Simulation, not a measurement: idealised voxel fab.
process module | voxel transistor to metal
cross-section cut | 275 nm wide | cells 5 nm
A cross-section is a grid of square cells, given in bands from the top down. A band is one or more rows of cells.
Each band's line starts with the height of the band's top and of its bottom, in nm. Then come its materials from left to right, each with its width in nm. One material with "throughout" fills the band from edge to edge. "air" is empty space.
Height 0 is the level under which the wafer as received is all one material. The lowest band goes on downwards, as in "0 down".
A width such as "30 to 40" changes by the same amount from each row of cells to the next, from the band's top row to its bottom row.
"no change" after a step means that no cell of the cross-section changed.
closed voids: empty space of 8 cells or more with no open way to the top, each as width x height at its distance from the left edge, in nm
after a step's settings: what the simulator itself notes on the step
overlay nm, on a step with a mask: how far to the right of its planned place the mask lay; to the left if negative
plan
1 op RECEIVE | material Si
2 op CONFORMAL_DEP | material SiO2 | thk nm 5
3 op CONFORMAL_DEP | material SiN | thk nm 15
4 op MASKED_ETCH | tone cover | mask id ACTIVE | width nm 105 | pitch nm 130 | etch materials SiN | depth nm 15 | overlay nm 0
5 op MASKED_ETCH | tone cover | mask id ACTIVE | width nm 105 | pitch nm 130 | etch materials SiO2 | depth nm 5 | overlay nm 0
6 op MASKED_ETCH | tone cover | mask id ACTIVE | width nm 105 | pitch nm 130 | etch materials Si | depth nm 25 | overlay nm 0
7 op FILL_DEP | material SiO2 | thk nm 5
8 op CMP | height nm 20
9 op SELECTIVE_ETCH | etch materials SiO2 | depth nm 10
10 op STRIP | etch materials SiN
11 op SELECTIVE_ETCH | etch materials SiO2 | depth nm 5
12 op OXIDIZE | depth nm 5
13 op DIRECTIONAL_DEP | material polySi | thk nm 25
14 op DIRECTIONAL_DEP | material SiCN | thk nm 10
15 op PATTERN | tone cover | mask id GATE | material resist | width nm 25 | pitch nm 130 | thk nm 20 | overlay nm 0
16 op DIRECTIONAL_ETCH | etch materials SiCN | depth nm 20
17 op DIRECTIONAL_ETCH | etch materials polySi | depth nm 35
18 op STRIP | etch materials resist
19 op CONFORMAL_DEP | material SiN | thk nm 5
20 op DIRECTIONAL_ETCH | etch materials SiN | depth nm 5
21 op DIRECTIONAL_ETCH | etch materials SiO2 | depth nm 5
22 op DIRECTIONAL_ETCH | etch materials Si | depth nm 5
23 op EPI | material nSi | thk nm 10
24 op FILL_DEP | material SiO2 | thk nm 10
25 op CMP | height nm 25
26 op STRIP | etch materials polySi
27 op SELECTIVE_ETCH | etch materials SiO2 | depth nm 5
28 op CONFORMAL_DEP | material HfO2 | thk nm 5
29 op CONFORMAL_DEP | material TiN | thk nm 5
30 op FILL_DEP | material W | thk nm 5
31 op CMP | height nm 20
32 op DIRECTIONAL_DEP | material SiO2 | thk nm 10
33 op PATTERN | tone open | mask id CONTACT | material resist | width nm 15 | thk nm 15 | overlay nm 0
34 op DIRECTIONAL_ETCH | etch materials SiO2 | depth nm 30
35 op STRIP | etch materials resist
36 op CONFORMAL_DEP | material TiN | thk nm 5
37 op FILL_DEP | material W | thk nm 5
38 op CMP | height nm 30
39 op CONFORMAL_DEP | material SiCN | thk nm 5
40 op DIRECTIONAL_DEP | material SiO2 | thk nm 15
41 op DIRECTIONAL_DEP | material aC | thk nm 15
42 op PATTERN | tone open | mask id METAL_1 | material resist | width nm 15 | thk nm 35 | overlay nm 0
43 op DIRECTIONAL_ETCH | etch materials aC | depth nm 15
44 op STRIP | etch materials resist
45 op DIRECTIONAL_ETCH | etch materials SiO2 | depth nm 15
46 op DIRECTIONAL_ETCH | etch materials SiCN | depth nm 5
47 op STRIP | etch materials aC
48 op CONFORMAL_DEP | material TiN | thk nm 5
49 op FILL_DEP | material W | thk nm 5
50 op CMP | height nm 50
51 op EPI | material Ru | thk nm 5
52 op FILL_DEP | material SiCN | thk nm 5
as received, after step 1
  0 down: Si throughout
  closed voids: none
first wafer at the end, as planned
  60 to 55: SiCN throughout
  55 to 50: SiCN 25 | Ru 25 | SiCN 45 | Ru 25 | SiCN 35 | Ru 25 | SiCN 45 | Ru 25 | SiCN 25
  50 to 35: SiO2 30 | TiN 5 | W 5 | TiN 5 | SiO2 55 | TiN 5 | W 5 | TiN 5 | SiO2 45 | TiN 5 | W 5 | TiN 5 | SiO2 55 | TiN 5 | W 5 | TiN 5 | SiO2 30
  35 to 30: SiCN 30 | TiN 15 | SiCN 55 | TiN 15 | SiCN 45 | TiN 15 | SiCN 55 | TiN 15 | SiCN 30
  30 to 20: SiO2 30 | TiN 5 | W 5 | TiN 5 | SiO2 55 | TiN 5 | W 5 | TiN 5 | SiO2 45 | TiN 5 | W 5 | TiN 5 | SiO2 55 | TiN 5 | W 5 | TiN 5 | SiO2 30
  20 to 5: SiO2 30 | TiN 5 | W 5 | TiN 5 | SiO2 10 | SiN 5 | HfO2 5 | TiN 5 | W 5 | TiN 5 | HfO2 5 | SiN 5 | SiO2 10 | TiN 5 | W 5 | TiN 5 | SiO2 45 | TiN 5 | W 5 | TiN 5 | SiO2 10 | SiN 5 | HfO2 5 | TiN 5 | W 5 | TiN 5 | HfO2 5 | SiN 5 | SiO2 10 | TiN 5 | W 5 | TiN 5 | SiO2 30
  5 to 0: SiO2 15 | SiN 5 | SiO2 10 | TiN 15 | nSi 10 | SiN 5 | HfO2 5 | TiN 15 | HfO2 5 | SiN 5 | nSi 10 | TiN 15 | SiO2 10 | SiN 5 | SiO2 15 | SiN 5 | SiO2 10 | TiN 15 | nSi 10 | SiN 5 | HfO2 5 | TiN 15 | HfO2 5 | SiN 5 | nSi 10 | TiN 15 | SiO2 10 | SiN 5 | SiO2 15
  0 to -5: SiO2 20 | nSi 35 | HfO2 35 | nSi 35 | SiO2 25 | nSi 35 | HfO2 35 | nSi 35 | SiO2 20
  -5 to -10: SiO2 20 | nSi 35 | Si 35 | nSi 35 | SiO2 25 | nSi 35 | Si 35 | nSi 35 | SiO2 20
  -10 to -25: SiO2 20 | Si 105 | SiO2 25 | Si 105 | SiO2 20
  -25 down: Si throughout
  closed voids: none
second wafer at the end: like start, like plan, one mistake
  60 to 55: SiCN throughout
  55 to 50: SiCN 25 | Ru 25 | SiCN 45 | Ru 25 | SiCN 35 | Ru 25 | SiCN 45 | Ru 25 | SiCN 25
  50 to 35: SiO2 30 | TiN 5 | W 5 | TiN 5 | SiO2 55 | TiN 5 | W 5 | TiN 5 | SiO2 45 | TiN 5 | W 5 | TiN 5 | SiO2 55 | TiN 5 | W 5 | TiN 5 | SiO2 30
  35 to 30: SiCN 30 | TiN 15 | SiCN 55 | TiN 15 | SiCN 45 | TiN 15 | SiCN 55 | TiN 15 | SiCN 30
  30 to 20: SiO2 30 | TiN 5 | W 5 | TiN 5 | SiO2 55 | TiN 5 | W 5 | TiN 5 | SiO2 45 | TiN 5 | W 5 | TiN 5 | SiO2 55 | TiN 5 | W 5 | TiN 5 | SiO2 30
  20 to 5: SiO2 30 | TiN 5 | W 5 | TiN 5 | SiO2 10 | SiN 5 | HfO2 5 | TiN 5 | W 5 | TiN 5 | HfO2 5 | SiN 5 | SiO2 10 | TiN 5 | W 5 | TiN 5 | SiO2 45 | TiN 5 | W 5 | TiN 5 | SiO2 10 | SiN 5 | HfO2 5 | TiN 5 | W 5 | TiN 5 | HfO2 5 | SiN 5 | SiO2 10 | TiN 5 | W 5 | TiN 5 | SiO2 30
  5 to 0: SiO2 15 | SiN 5 | SiO2 10 | TiN 15 | nSi 10 | SiN 5 | HfO2 5 | TiN 15 | HfO2 5 | SiN 5 | nSi 10 | TiN 15 | SiO2 15 | SiN 5 | SiO2 10 | SiN 5 | SiO2 10 | TiN 15 | nSi 10 | SiN 5 | HfO2 5 | TiN 15 | HfO2 5 | SiN 5 | nSi 10 | TiN 15 | SiO2 15 | SiN 5 | SiO2 10
  0 to -5: SiO2 20 | nSi 35 | HfO2 35 | nSi 40 | SiO2 20 | nSi 35 | HfO2 35 | nSi 40 | SiO2 15
  -5 to -10: SiO2 20 | nSi 35 | Si 35 | nSi 40 | SiO2 20 | nSi 35 | Si 35 | nSi 40 | SiO2 15
  -10 to -25: SiO2 20 | Si 110 | SiO2 20 | Si 110 | SiO2 15
  -25 down: Si throughout
  closed voids: none
what went wrong: step 4 ran as: op MASKED_ETCH | tone cover | mask id ACTIVE | width nm 110 | pitch nm 130 | etch materials SiN | depth nm 15 | overlay nm 0
at the end the second wafer has, in cells: 6 more of Si | 10 fewer of SiO2 | 4 more of nSi
